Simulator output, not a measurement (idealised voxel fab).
process module | voxel transistor to metal
cross-section cut | 215 nm wide | cells 5 nm
A cross-section is a grid of square cells, given in bands from the top down. A band is one or more rows of cells.
Each band's line starts with the height of the band's top and of its bottom, in nm. Then come its materials from left to right, each with its width in nm. One material with "throughout" fills the band from edge to edge. "air" is empty space.
Height 0 is the level under which the wafer as received is all one material. The lowest band goes on downwards, as in "0 down".
A width such as "30 to 40" changes by the same amount from each row of cells to the next, from the band's top row to its bottom row.
"no change" after a step means that no cell of the cross-section changed.
closed voids: empty space of 8 cells or more with no open way to the top, each as width x height at its distance from the left edge, in nm
after a step's settings: what the simulator itself notes on the step
overlay nm, on a step with a mask: how far to the right of its planned place the mask lay; to the left if negative
plan
1 op RECEIVE | material Si
2 op CONFORMAL_DEP | material SiO2 | thk nm 5
3 op CONFORMAL_DEP | material SiN | thk nm 15
4 op DIRECTIONAL_DEP | material aC | thk nm 15
5 op PATTERN | tone cover | mask id ACTIVE | material resist | width nm 120 | thk nm 35 | overlay nm 0
6 op DIRECTIONAL_ETCH | etch materials aC | depth nm 15
7 op STRIP | etch materials resist
8 op DIRECTIONAL_ETCH | etch materials SiN | depth nm 15
9 op DIRECTIONAL_ETCH | etch materials SiO2 | depth nm 5
10 op DIRECTIONAL_ETCH | etch materials Si | depth nm 20
11 op STRIP | etch materials aC
12 op OXIDIZE | depth nm 5
13 op FILL_DEP | material SiO2 | thk nm 15
14 op CMP | height nm 20
15 op SELECTIVE_ETCH | etch materials SiO2 | depth nm 10
16 op STRIP | etch materials SiN
17 op SELECTIVE_ETCH | etch materials SiO2 | depth nm 5
18 op OXIDIZE | depth nm 5
19 op DIRECTIONAL_DEP | material polySi | thk nm 25
20 op DIRECTIONAL_DEP | material SiCN | thk nm 10
21 op MASKED_ETCH | tone cover | mask id GATE | width nm 30 | etch materials SiCN | depth nm 20 | overlay nm 0
22 op MASKED_ETCH | tone cover | mask id GATE | width nm 30 | etch materials polySi | depth nm 35 | overlay nm 0
23 op CONFORMAL_DEP | material SiO2 | thk nm 5
24 op DIRECTIONAL_ETCH | etch materials SiO2 | depth nm 5
25 op CONFORMAL_DEP | material SiN | thk nm 10
26 op DIRECTIONAL_ETCH | etch materials SiN | depth nm 10
27 op DIRECTIONAL_ETCH | etch materials SiO2 | depth nm 5
28 op EPI | material nSi | thk nm 5
29 op FILL_DEP | material SiO2 | thk nm 10
30 op CMP | height nm 25
31 op STRIP | etch materials polySi
32 op SELECTIVE_ETCH | etch materials SiO2 | depth nm 5
33 op CONFORMAL_DEP | material HfO2 | thk nm 5
34 op CONFORMAL_DEP | material TiN | thk nm 5
35 op FILL_DEP | material W | thk nm 10
36 op CMP | height nm 20
37 op DIRECTIONAL_DEP | material SiO2 | thk nm 10
38 op PATTERN | tone open | mask id CONTACT | material resist | width nm 20 | pitch nm 90 | thk nm 20 | overlay nm 0
39 op DIRECTIONAL_ETCH | etch materials SiO2 | depth nm 30
40 op STRIP | etch materials resist
41 op CONFORMAL_DEP | material TiN | thk nm 5
42 op FILL_DEP | material Ru | thk nm 5
43 op CMP | height nm 30
44 op DIRECTIONAL_DEP | material TiN | thk nm 5
45 op DIRECTIONAL_DEP | material Ru | thk nm 15
46 op PATTERN | tone cover | mask id METAL_1 | material resist | width nm 20 | pitch nm 90 | thk nm 20 | overlay nm 0
47 op DIRECTIONAL_ETCH | etch materials Ru | depth nm 15
48 op DIRECTIONAL_ETCH | etch materials TiN | depth nm 5
49 op STRIP | etch materials resist
50 op CONFORMAL_DEP | material SiCN | thk nm 5
51 op FILL_DEP | material SiO2 | thk nm 5
52 op CMP | height nm 50
53 op CONFORMAL_DEP | material SiN | thk nm 5
first wafer, as planned
as received, after step 1
  0 down: Si throughout
  closed voids: none
after step 2
  5 to 0: SiO2 throughout
  below 0: unchanged
after step 3
  20 to 5: SiN throughout
  below 5: unchanged
after step 4
  35 to 20: aC throughout
  below 20: unchanged
after step 5
  70 to 35: air 45 | resist 120 | air 50
  below 35: unchanged
after step 6
  55 to 35: air 45 | resist 120 | air 50
  35 to 20: air 45 | aC 120 | air 50
  below 20: unchanged
after step 7
  35 to 20: air 45 | aC 120 | air 50
  below 20: unchanged
after step 8
  35 to 20: air 45 | aC 120 | air 50
  20 to 5: air 45 | SiN 120 | air 50
  below 5: unchanged
after step 9
  35 to 20: air 45 | aC 120 | air 50
  20 to 5: air 45 | SiN 120 | air 50
  5 to 0: air 45 | SiO2 120 | air 50
  below 0: unchanged
after step 10
  35 to 20: air 45 | aC 120 | air 50
  20 to 5: air 45 | SiN 120 | air 50
  5 to 0: air 45 | SiO2 120 | air 50
  0 to -20: air 45 | Si 120 | air 50
  below -20: unchanged
after step 11
  20 to 5: air 45 | SiN 120 | air 50
  below 5: unchanged
after step 12
  20 to 5: air 45 | SiN 120 | air 50
  5 to 0: air 45 | SiO2 120 | air 50
  0 to -20: air 45 | SiO2 5 | Si 110 | SiO2 5 | air 50
  -20 to -25: SiO2 50 | Si 110 | SiO2 55
  below -25: unchanged
after step 13
  35 to 20: SiO2 throughout
  20 to 5: SiO2 45 | SiN 120 | SiO2 50
  5 to 0: SiO2 throughout
  0 to -25: SiO2 50 | Si 110 | SiO2 55
  below -25: unchanged
after step 14
  20 to 5: SiO2 45 | SiN 120 | SiO2 50
  below 5: unchanged
after step 15
  20 to 10: air 45 | SiN 120 | air 50
  below 10: unchanged
after step 16
  10 to 5: SiO2 45 | air 120 | SiO2 50
  below 5: unchanged
after step 17
  5 to 0: SiO2 40 | air 130 | SiO2 45
  below 0: unchanged
after step 18
  5 to 0: SiO2 40 | air 130 | SiO2 45
  0 to -5: SiO2 throughout
  below -5: unchanged
after step 19
  30 to 25: polySi 40 | air 130 | polySi 45
  25 to 5: polySi throughout
  5 to 0: SiO2 40 | polySi 130 | SiO2 45
  below 0: unchanged
after step 20
  40 to 35: SiCN 40 | air 130 | SiCN 45
  35 to 30: SiCN throughout
  30 to 25: polySi 40 | SiCN 130 | polySi 45
  below 25: unchanged
after step 21
  35 to 30: air 90 | SiCN 30 | air 95
  30 to 25: polySi 40 | air 50 | SiCN 30 | air 50 | polySi 45
  below 25: unchanged
after step 22
  35 to 25: air 90 | SiCN 30 | air 95
  25 to 5: air 90 | polySi 30 | air 95
  5 to 0: SiO2 40 | air 50 | polySi 30 | air 50 | SiO2 45
  below 0: unchanged
after step 23
  40 to 35: air 85 | SiO2 40 | air 90
  35 to 25: air 85 | SiO2 5 | SiCN 30 | SiO2 5 | air 90
  25 to 10: air 85 | SiO2 5 | polySi 30 | SiO2 5 | air 90
  10 to 5: SiO2 45 | air 40 | SiO2 5 | polySi 30 | SiO2 5 | air 40 | SiO2 50
  5 to 0: SiO2 90 | polySi 30 | SiO2 95
  below 0: unchanged
after step 24
  35 to 25: air 85 | SiO2 5 | SiCN 30 | SiO2 5 | air 90
  25 to 5: air 85 | SiO2 5 | polySi 30 | SiO2 5 | air 90
  5 to 0: SiO2 45 | air 40 | SiO2 5 | polySi 30 | SiO2 5 | air 40 | SiO2 50
  below 0: unchanged
after step 25
  45 to 35: air 75 | SiN 60 | air 80
  35 to 25: air 75 | SiN 10 | SiO2 5 | SiCN 30 | SiO2 5 | SiN 10 | air 80
  25 to 15: air 75 | SiN 10 | SiO2 5 | polySi 30 | SiO2 5 | SiN 10 | air 80
  15 to 10: SiN 55 | air 20 | SiN 10 | SiO2 5 | polySi 30 | SiO2 5 | SiN 10 | air 20 | SiN 60
  10 to 5: SiN 85 | SiO2 5 | polySi 30 | SiO2 5 | SiN 90
  5 to 0: SiO2 45 | SiN 40 | SiO2 5 | polySi 30 | SiO2 5 | SiN 40 | SiO2 50
  below 0: unchanged
after step 26
  35 to 25: air 75 | SiN 10 | SiO2 5 | SiCN 30 | SiO2 5 | SiN 10 | air 80
  25 to 5: air 75 | SiN 10 | SiO2 5 | polySi 30 | SiO2 5 | SiN 10 | air 80
  5 to 0: SiO2 45 | SiN 10 | air 20 | SiN 10 | SiO2 5 | polySi 30 | SiO2 5 | SiN 10 | air 20 | SiN 10 | SiO2 50
  below 0: unchanged
after step 27
  35 to 30: air 75 | SiN 10 | air 5 | SiCN 30 | air 5 | SiN 10 | air 80
  30 to 25: air 75 | SiN 10 | SiO2 5 | SiCN 30 | SiO2 5 | SiN 10 | air 80
  25 to 5: air 75 | SiN 10 | SiO2 5 | polySi 30 | SiO2 5 | SiN 10 | air 80
  5 to 0: air 45 | SiN 10 | air 20 | SiN 10 | SiO2 5 | polySi 30 | SiO2 5 | SiN 10 | air 20 | SiN 10 | air 50
  0 to -5: SiO2 55 | air 20 | SiO2 60 | air 20 | SiO2 60
  below -5: unchanged
after step 28
  35 to 30: air 75 | SiN 10 | air 5 | SiCN 30 | air 5 | SiN 10 | air 80
  30 to 25: air 75 | SiN 10 | SiO2 5 | SiCN 30 | SiO2 5 | SiN 10 | air 80
  25 to 5: air 75 | SiN 10 | SiO2 5 | polySi 30 | SiO2 5 | SiN 10 | air 80
  5 to 0: air 45 | SiN 10 | air 20 | SiN 10 | SiO2 5 | polySi 30 | SiO2 5 | SiN 10 | air 20 | SiN 10 | air 50
  0 to -5: SiO2 55 | nSi 20 | SiO2 60 | nSi 20 | SiO2 60
  below -5: unchanged
after step 29
  45 to 35: SiO2 throughout
  35 to 25: SiO2 75 | SiN 10 | SiO2 5 | SiCN 30 | SiO2 5 | SiN 10 | SiO2 80
  25 to 5: SiO2 75 | SiN 10 | SiO2 5 | polySi 30 | SiO2 5 | SiN 10 | SiO2 80
  5 to 0: SiO2 45 | SiN 10 | SiO2 20 | SiN 10 | SiO2 5 | polySi 30 | SiO2 5 | SiN 10 | SiO2 20 | SiN 10 | SiO2 50
  below 0: unchanged
after step 30
  25 to 5: SiO2 75 | SiN 10 | SiO2 5 | polySi 30 | SiO2 5 | SiN 10 | SiO2 80
  below 5: unchanged
after step 31
  25 to 5: SiO2 75 | SiN 10 | SiO2 5 | air 30 | SiO2 5 | SiN 10 | SiO2 80
  5 to 0: SiO2 45 | SiN 10 | SiO2 20 | SiN 10 | SiO2 5 | air 30 | SiO2 5 | SiN 10 | SiO2 20 | SiN 10 | SiO2 50
  below 0: unchanged
after step 32
  25 to 20: air 75 | SiN 10 | air 40 | SiN 10 | air 80
  20 to 5: SiO2 75 | SiN 10 | air 40 | SiN 10 | SiO2 80
  5 to 0: SiO2 45 | SiN 10 | SiO2 20 | SiN 10 | air 40 | SiN 10 | SiO2 20 | SiN 10 | SiO2 50
  0 to -5: SiO2 55 | nSi 20 | SiO2 10 | air 40 | SiO2 10 | nSi 20 | SiO2 60
  below -5: unchanged
after step 33
  30 to 25: air 70 | HfO2 20 | air 30 | HfO2 20 | air 75
  25 to 20: HfO2 75 | SiN 10 | HfO2 5 | air 30 | HfO2 5 | SiN 10 | HfO2 80
  20 to 5: SiO2 75 | SiN 10 | HfO2 5 | air 30 | HfO2 5 | SiN 10 | SiO2 80
  5 to 0: SiO2 45 | SiN 10 | SiO2 20 | SiN 10 | HfO2 5 | air 30 | HfO2 5 | SiN 10 | SiO2 20 | SiN 10 | SiO2 50
  0 to -5: SiO2 55 | nSi 20 | SiO2 10 | HfO2 40 | SiO2 10 | nSi 20 | SiO2 60
  below -5: unchanged
after step 34
  35 to 30: air 65 | TiN 30 | air 20 | TiN 30 | air 70
  30 to 25: TiN 70 | HfO2 20 | TiN 5 | air 20 | TiN 5 | HfO2 20 | TiN 75
  25 to 20: HfO2 75 | SiN 10 | HfO2 5 | TiN 5 | air 20 | TiN 5 | HfO2 5 | SiN 10 | HfO2 80
  20 to 5: SiO2 75 | SiN 10 | HfO2 5 | TiN 5 | air 20 | TiN 5 | HfO2 5 | SiN 10 | SiO2 80
  5 to 0: SiO2 45 | SiN 10 | SiO2 20 | SiN 10 | HfO2 5 | TiN 30 | HfO2 5 | SiN 10 | SiO2 20 | SiN 10 | SiO2 50
  below 0: unchanged
after step 35
  45 to 35: W throughout
  35 to 30: W 65 | TiN 30 | W 20 | TiN 30 | W 70
  30 to 25: TiN 70 | HfO2 20 | TiN 5 | W 20 | TiN 5 | HfO2 20 | TiN 75
  25 to 20: HfO2 75 | SiN 10 | HfO2 5 | TiN 5 | W 20 | TiN 5 | HfO2 5 | SiN 10 | HfO2 80
  20 to 5: SiO2 75 | SiN 10 | HfO2 5 | TiN 5 | W 20 | TiN 5 | HfO2 5 | SiN 10 | SiO2 80
  below 5: unchanged
after step 36
  20 to 5: SiO2 75 | SiN 10 | HfO2 5 | TiN 5 | W 20 | TiN 5 | HfO2 5 | SiN 10 | SiO2 80
  below 5: unchanged
after step 37
  30 to 20: SiO2 throughout
  below 20: unchanged
after step 38
  50 to 30: resist 50 | air 20 | resist 70 | air 20 | resist 55
  below 30: unchanged
after step 39
  50 to 30: resist 50 | air 20 | resist 70 | air 20 | resist 55
  30 to 20: SiO2 50 | air 20 | SiO2 70 | air 20 | SiO2 55
  20 to 5: SiO2 50 | air 20 | SiO2 5 | SiN 10 | HfO2 5 | TiN 5 | W 20 | TiN 5 | HfO2 5 | SiN 10 | SiO2 5 | air 20 | SiO2 55
  5 to 0: SiO2 45 | SiN 10 | air 15 | SiO2 5 | SiN 10 | HfO2 5 | TiN 30 | HfO2 5 | SiN 10 | SiO2 5 | air 15 | SiN 10 | SiO2 50
  below 0: unchanged
after step 40
  30 to 20: SiO2 50 | air 20 | SiO2 70 | air 20 | SiO2 55
  below 20: unchanged
after step 41
  35 to 30: TiN 55 | air 10 | TiN 80 | air 10 | TiN 60
  30 to 20: SiO2 50 | TiN 5 | air 10 | TiN 5 | SiO2 70 | TiN 5 | air 10 | TiN 5 | SiO2 55
  20 to 10: SiO2 50 | TiN 5 | air 10 | TiN 5 | SiO2 5 | SiN 10 | HfO2 5 | TiN 5 | W 20 | TiN 5 | HfO2 5 | SiN 10 | SiO2 5 | TiN 5 | air 10 | TiN 5 | SiO2 55
  10 to 5: SiO2 50 | TiN 10 | air 5 | TiN 5 | SiO2 5 | SiN 10 | HfO2 5 | TiN 5 | W 20 | TiN 5 | HfO2 5 | SiN 10 | SiO2 5 | TiN 5 | air 5 | TiN 10 | SiO2 55
  5 to 0: SiO2 45 | SiN 10 | TiN 15 | SiO2 5 | SiN 10 | HfO2 5 | TiN 30 | HfO2 5 | SiN 10 | SiO2 5 | TiN 15 | SiN 10 | SiO2 50
  below 0: unchanged
after step 42
  40 to 35: Ru throughout
  35 to 30: TiN 55 | Ru 10 | TiN 80 | Ru 10 | TiN 60
  30 to 20: SiO2 50 | TiN 5 | Ru 10 | TiN 5 | SiO2 70 | TiN 5 | Ru 10 | TiN 5 | SiO2 55
  20 to 10: SiO2 50 | TiN 5 | Ru 10 | TiN 5 | SiO2 5 | SiN 10 | HfO2 5 | TiN 5 | W 20 | TiN 5 | HfO2 5 | SiN 10 | SiO2 5 | TiN 5 | Ru 10 | TiN 5 | SiO2 55
  10 to 5: SiO2 50 | TiN 10 | Ru 5 | TiN 5 | SiO2 5 | SiN 10 | HfO2 5 | TiN 5 | W 20 | TiN 5 | HfO2 5 | SiN 10 | SiO2 5 | TiN 5 | Ru 5 | TiN 10 | SiO2 55
  below 5: unchanged
after step 43
  30 to 20: SiO2 50 | TiN 5 | Ru 10 | TiN 5 | SiO2 70 | TiN 5 | Ru 10 | TiN 5 | SiO2 55
  below 20: unchanged
after step 44
  35 to 30: TiN throughout
  below 30: unchanged
after step 45
  50 to 35: Ru throughout
  below 35: unchanged
after step 46
  70 to 50: air 50 | resist 20 | air 70 | resist 20 | air 55
  below 50: unchanged
after step 47
  70 to 50: air 50 | resist 20 | air 70 | resist 20 | air 55
  50 to 35: air 50 | Ru 20 | air 70 | Ru 20 | air 55
  below 35: unchanged
after step 48
  70 to 50: air 50 | resist 20 | air 70 | resist 20 | air 55
  50 to 35: air 50 | Ru 20 | air 70 | Ru 20 | air 55
  35 to 30: air 50 | TiN 20 | air 70 | TiN 20 | air 55
  below 30: unchanged
after step 49
  50 to 35: air 50 | Ru 20 | air 70 | Ru 20 | air 55
  below 35: unchanged
after step 50
  55 to 50: air 45 | SiCN 30 | air 60 | SiCN 30 | air 50
  50 to 35: air 45 | SiCN 5 | Ru 20 | SiCN 5 | air 60 | SiCN 5 | Ru 20 | SiCN 5 | air 50
  35 to 30: SiCN 50 | TiN 20 | SiCN 70 | TiN 20 | SiCN 55
  below 30: unchanged
after step 51
  60 to 55: SiO2 throughout
  55 to 50: SiO2 45 | SiCN 30 | SiO2 60 | SiCN 30 | SiO2 50
  50 to 35: SiO2 45 | SiCN 5 | Ru 20 | SiCN 5 | SiO2 60 | SiCN 5 | Ru 20 | SiCN 5 | SiO2 50
  below 35: unchanged
after step 52
  50 to 35: SiO2 45 | SiCN 5 | Ru 20 | SiCN 5 | SiO2 60 | SiCN 5 | Ru 20 | SiCN 5 | SiO2 50
  below 35: unchanged
after step 53
  55 to 50: SiN throughout
  below 50: unchanged
second wafer: like start, like plan, one mistake. Through step 1 it matches the first wafer
when step 2 should have ended
  15 to 0: SiO2 throughout
  below 0: unchanged
when step 3 should have ended
  30 to 15: SiN throughout
  below 15: unchanged
when step 4 should have ended
  45 to 30: aC throughout
  below 30: unchanged
when step 5 should have ended
  80 to 45: air 45 | resist 120 | air 50
  below 45: unchanged
when step 6 should have ended
  65 to 45: air 45 | resist 120 | air 50
  45 to 30: air 45 | aC 120 | air 50
  below 30: unchanged
when step 7 should have ended
  45 to 30: air 45 | aC 120 | air 50
  below 30: unchanged
when step 8 should have ended
  45 to 30: air 45 | aC 120 | air 50
  30 to 15: air 45 | SiN 120 | air 50
  below 15: unchanged
when step 9 should have ended
  45 to 30: air 45 | aC 120 | air 50
  30 to 15: air 45 | SiN 120 | air 50
  15 to 10: air 45 | SiO2 120 | air 50
  below 10: unchanged
when step 10 should have ended: no change
when step 11 should have ended
  30 to 15: air 45 | SiN 120 | air 50
  below 15: unchanged
when step 12 should have ended: no change
when step 13 should have ended
  45 to 30: SiO2 throughout
  30 to 15: SiO2 45 | SiN 120 | SiO2 50
  15 to 0: SiO2 throughout
  below 0: unchanged
when step 14 should have ended
  20 to 15: SiO2 45 | SiN 120 | SiO2 50
  below 15: unchanged
when step 15 should have ended
  20 to 15: air 45 | SiN 120 | air 50
  15 to 10: air 50 | SiO2 110 | air 55
  below 10: unchanged
when step 16 should have ended
  15 to 10: air 50 | SiO2 110 | air 55
  below 10: unchanged
when step 17 should have ended
  10 to 5: air 55 | SiO2 100 | air 60
  below 5: unchanged
when step 18 should have ended: no change
when step 19 should have ended
  35 to 30: air 55 | polySi 100 | air 60
  30 to 10: polySi throughout
  10 to 5: polySi 55 | SiO2 100 | polySi 60
  below 5: unchanged
when step 20 should have ended
  45 to 40: air 55 | SiCN 100 | air 60
  40 to 35: SiCN throughout
  35 to 30: SiCN 55 | polySi 100 | SiCN 60
  below 30: unchanged
when step 21 should have ended
  45 to 35: air 90 | SiCN 30 | air 95
  35 to 30: air 55 | polySi 100 | air 60
  below 30: unchanged
when step 22 should have ended
  45 to 35: air 90 | SiCN 30 | air 95
  35 to 10: air 90 | polySi 30 | air 95
  10 to 5: air 55 | SiO2 100 | air 60
  below 5: unchanged
when step 23 should have ended
  50 to 45: air 85 | SiO2 40 | air 90
  45 to 35: air 85 | SiO2 5 | SiCN 30 | SiO2 5 | air 90
  35 to 15: air 85 | SiO2 5 | polySi 30 | SiO2 5 | air 90
  15 to 10: air 50 | SiO2 40 | polySi 30 | SiO2 40 | air 55
  10 to 0: SiO2 throughout
  below 0: unchanged
when step 24 should have ended
  45 to 35: air 85 | SiO2 5 | SiCN 30 | SiO2 5 | air 90
  35 to 10: air 85 | SiO2 5 | polySi 30 | SiO2 5 | air 90
  10 to 5: air 50 | SiO2 110 | air 55
  below 5: unchanged
when step 25 should have ended
  55 to 45: air 75 | SiN 60 | air 80
  45 to 35: air 75 | SiN 10 | SiO2 5 | SiCN 30 | SiO2 5 | SiN 10 | air 80
  35 to 20: air 75 | SiN 10 | SiO2 5 | polySi 30 | SiO2 5 | SiN 10 | air 80
  20 to 15: air 40 | SiN 45 | SiO2 5 | polySi 30 | SiO2 5 | SiN 45 | air 45
  15 to 10: SiN 85 | SiO2 5 | polySi 30 | SiO2 5 | SiN 90
  10 to 5: SiN 50 | SiO2 110 | SiN 55
  below 5: unchanged
when step 26 should have ended
  45 to 35: air 75 | SiN 10 | SiO2 5 | SiCN 30 | SiO2 5 | SiN 10 | air 80
  35 to 10: air 75 | SiN 10 | SiO2 5 | polySi 30 | SiO2 5 | SiN 10 | air 80
  10 to 5: air 40 | SiN 10 | SiO2 110 | SiN 10 | air 45
  below 5: unchanged
when step 27 should have ended
  45 to 40: air 75 | SiN 10 | air 5 | SiCN 30 | air 5 | SiN 10 | air 80
  40 to 35: air 75 | SiN 10 | SiO2 5 | SiCN 30 | SiO2 5 | SiN 10 | air 80
  35 to 10: air 75 | SiN 10 | SiO2 5 | polySi 30 | SiO2 5 | SiN 10 | air 80
  10 to 5: air 40 | SiN 10 | air 25 | SiO2 60 | air 25 | SiN 10 | air 45
  5 to 0: air 40 | SiO2 130 | air 45
  below 0: unchanged
when step 28 should have ended
  45 to 40: air 75 | SiN 10 | air 5 | SiCN 30 | air 5 | SiN 10 | air 80
  40 to 35: air 75 | SiN 10 | SiO2 5 | SiCN 30 | SiO2 5 | SiN 10 | air 80
  35 to 10: air 75 | SiN 10 | SiO2 5 | polySi 30 | SiO2 5 | SiN 10 | air 80
  10 to 5: air 40 | SiN 10 | air 25 | SiO2 60 | air 25 | SiN 10 | air 45
  5 to 0: nSi 40 | SiO2 130 | nSi 45
  below 0: unchanged
when step 29 should have ended
  55 to 45: SiO2 throughout
  45 to 35: SiO2 75 | SiN 10 | SiO2 5 | SiCN 30 | SiO2 5 | SiN 10 | SiO2 80
  35 to 10: SiO2 75 | SiN 10 | SiO2 5 | polySi 30 | SiO2 5 | SiN 10 | SiO2 80
  10 to 5: SiO2 40 | SiN 10 | SiO2 110 | SiN 10 | SiO2 45
  below 5: unchanged
when step 30 should have ended
  25 to 10: SiO2 75 | SiN 10 | SiO2 5 | polySi 30 | SiO2 5 | SiN 10 | SiO2 80
  below 10: unchanged
when step 31 should have ended
  25 to 10: SiO2 75 | SiN 10 | SiO2 5 | air 30 | SiO2 5 | SiN 10 | SiO2 80
  below 10: unchanged
when step 32 should have ended
  25 to 20: air 75 | SiN 10 | air 40 | SiN 10 | air 80
  20 to 10: SiO2 75 | SiN 10 | air 40 | SiN 10 | SiO2 80
  10 to 5: SiO2 40 | SiN 10 | SiO2 35 | air 40 | SiO2 35 | SiN 10 | SiO2 45
  below 5: unchanged
when step 33 should have ended
  30 to 25: air 70 | HfO2 20 | air 30 | HfO2 20 | air 75
  25 to 20: HfO2 75 | SiN 10 | HfO2 5 | air 30 | HfO2 5 | SiN 10 | HfO2 80
  20 to 10: SiO2 75 | SiN 10 | HfO2 5 | air 30 | HfO2 5 | SiN 10 | SiO2 80
  10 to 5: SiO2 40 | SiN 10 | SiO2 35 | HfO2 40 | SiO2 35 | SiN 10 | SiO2 45
  below 5: unchanged
when step 34 should have ended
  35 to 30: air 65 | TiN 30 | air 20 | TiN 30 | air 70
  30 to 25: TiN 70 | HfO2 20 | TiN 5 | air 20 | TiN 5 | HfO2 20 | TiN 75
  25 to 20: HfO2 75 | SiN 10 | HfO2 5 | TiN 5 | air 20 | TiN 5 | HfO2 5 | SiN 10 | HfO2 80
  20 to 15: SiO2 75 | SiN 10 | HfO2 5 | TiN 5 | air 20 | TiN 5 | HfO2 5 | SiN 10 | SiO2 80
  15 to 10: SiO2 75 | SiN 10 | HfO2 5 | TiN 30 | HfO2 5 | SiN 10 | SiO2 80
  below 10: unchanged
when step 35 should have ended
  45 to 35: W throughout
  35 to 30: W 65 | TiN 30 | W 20 | TiN 30 | W 70
  30 to 25: TiN 70 | HfO2 20 | TiN 5 | W 20 | TiN 5 | HfO2 20 | TiN 75
  25 to 20: HfO2 75 | SiN 10 | HfO2 5 | TiN 5 | W 20 | TiN 5 | HfO2 5 | SiN 10 | HfO2 80
  20 to 15: SiO2 75 | SiN 10 | HfO2 5 | TiN 5 | W 20 | TiN 5 | HfO2 5 | SiN 10 | SiO2 80
  below 15: unchanged
when step 36 should have ended
  20 to 15: SiO2 75 | SiN 10 | HfO2 5 | TiN 5 | W 20 | TiN 5 | HfO2 5 | SiN 10 | SiO2 80
  below 15: unchanged
when step 37 should have ended
  30 to 20: SiO2 throughout
  below 20: unchanged
when step 38 should have ended
  50 to 30: resist 50 | air 20 | resist 70 | air 20 | resist 55
  below 30: unchanged
when step 39 should have ended
  50 to 30: resist 50 | air 20 | resist 70 | air 20 | resist 55
  30 to 20: SiO2 50 | air 20 | SiO2 70 | air 20 | SiO2 55
  20 to 15: SiO2 50 | air 20 | SiO2 5 | SiN 10 | HfO2 5 | TiN 5 | W 20 | TiN 5 | HfO2 5 | SiN 10 | SiO2 5 | air 20 | SiO2 55
  15 to 10: SiO2 50 | air 20 | SiO2 5 | SiN 10 | HfO2 5 | TiN 30 | HfO2 5 | SiN 10 | SiO2 5 | air 20 | SiO2 55
  10 to 5: SiO2 40 | SiN 10 | air 20 | SiO2 15 | HfO2 40 | SiO2 15 | air 20 | SiN 10 | SiO2 45
  5 to 0: nSi 40 | SiO2 10 | air 20 | SiO2 70 | air 20 | SiO2 10 | nSi 45
  below 0: unchanged
when step 40 should have ended
  30 to 20: SiO2 50 | air 20 | SiO2 70 | air 20 | SiO2 55
  below 20: unchanged
when step 41 should have ended
  35 to 30: TiN 55 | air 10 | TiN 80 | air 10 | TiN 60
  30 to 20: SiO2 50 | TiN 5 | air 10 | TiN 5 | SiO2 70 | TiN 5 | air 10 | TiN 5 | SiO2 55
  20 to 15: SiO2 50 | TiN 5 | air 10 | TiN 5 | SiO2 5 | SiN 10 | HfO2 5 | TiN 5 | W 20 | TiN 5 | HfO2 5 | SiN 10 | SiO2 5 | TiN 5 | air 10 | TiN 5 | SiO2 55
  15 to 10: SiO2 50 | TiN 5 | air 10 | TiN 5 | SiO2 5 | SiN 10 | HfO2 5 | TiN 30 | HfO2 5 | SiN 10 | SiO2 5 | TiN 5 | air 10 | TiN 5 | SiO2 55
  10 to 5: SiO2 40 | SiN 10 | TiN 5 | air 10 | TiN 5 | SiO2 15 | HfO2 40 | SiO2 15 | TiN 5 | air 10 | TiN 5 | SiN 10 | SiO2 45
  5 to 0: nSi 40 | SiO2 10 | TiN 20 | SiO2 70 | TiN 20 | SiO2 10 | nSi 45
  below 0: unchanged
when step 42 should have ended
  40 to 35: Ru throughout
  35 to 30: TiN 55 | Ru 10 | TiN 80 | Ru 10 | TiN 60
  30 to 20: SiO2 50 | TiN 5 | Ru 10 | TiN 5 | SiO2 70 | TiN 5 | Ru 10 | TiN 5 | SiO2 55
  20 to 15: SiO2 50 | TiN 5 | Ru 10 | TiN 5 | SiO2 5 | SiN 10 | HfO2 5 | TiN 5 | W 20 | TiN 5 | HfO2 5 | SiN 10 | SiO2 5 | TiN 5 | Ru 10 | TiN 5 | SiO2 55
  15 to 10: SiO2 50 | TiN 5 | Ru 10 | TiN 5 | SiO2 5 | SiN 10 | HfO2 5 | TiN 30 | HfO2 5 | SiN 10 | SiO2 5 | TiN 5 | Ru 10 | TiN 5 | SiO2 55
  10 to 5: SiO2 40 | SiN 10 | TiN 5 | Ru 10 | TiN 5 | SiO2 15 | HfO2 40 | SiO2 15 | TiN 5 | Ru 10 | TiN 5 | SiN 10 | SiO2 45
  below 5: unchanged
when step 43 should have ended
  30 to 20: SiO2 50 | TiN 5 | Ru 10 | TiN 5 | SiO2 70 | TiN 5 | Ru 10 | TiN 5 | SiO2 55
  below 20: unchanged
when step 44 should have ended
  35 to 30: TiN throughout
  below 30: unchanged
when step 45 should have ended
  50 to 35: Ru throughout
  below 35: unchanged
when step 46 should have ended
  70 to 50: air 50 | resist 20 | air 70 | resist 20 | air 55
  below 50: unchanged
when step 47 should have ended
  70 to 50: air 50 | resist 20 | air 70 | resist 20 | air 55
  50 to 35: air 50 | Ru 20 | air 70 | Ru 20 | air 55
  below 35: unchanged
when step 48 should have ended
  70 to 50: air 50 | resist 20 | air 70 | resist 20 | air 55
  50 to 35: air 50 | Ru 20 | air 70 | Ru 20 | air 55
  35 to 30: air 50 | TiN 20 | air 70 | TiN 20 | air 55
  below 30: unchanged
when step 49 should have ended
  50 to 35: air 50 | Ru 20 | air 70 | Ru 20 | air 55
  below 35: unchanged
when step 50 should have ended
  55 to 50: air 45 | SiCN 30 | air 60 | SiCN 30 | air 50
  50 to 35: air 45 | SiCN 5 | Ru 20 | SiCN 5 | air 60 | SiCN 5 | Ru 20 | SiCN 5 | air 50
  35 to 30: SiCN 50 | TiN 20 | SiCN 70 | TiN 20 | SiCN 55
  below 30: unchanged
when step 51 should have ended
  60 to 55: SiO2 throughout
  55 to 50: SiO2 45 | SiCN 30 | SiO2 60 | SiCN 30 | SiO2 50
  50 to 35: SiO2 45 | SiCN 5 | Ru 20 | SiCN 5 | SiO2 60 | SiCN 5 | Ru 20 | SiCN 5 | SiO2 50
  below 35: unchanged
when step 52 should have ended
  50 to 35: SiO2 45 | SiCN 5 | Ru 20 | SiCN 5 | SiO2 60 | SiCN 5 | Ru 20 | SiCN 5 | SiO2 50
  below 35: unchanged
when step 53 should have ended
  55 to 50: SiN throughout
  below 50: unchanged
what went wrong: step 2 ran as: op CONFORMAL_DEP | material SiO2 | thk nm 15
at the end the second wafer has, in cells: 4 fewer of HfO2 | 2 more of Ru | 127 more of Si | 8 fewer of SiN | 114 fewer of SiO2 | 4 fewer of TiN | 8 fewer of W | 9 more of nSi
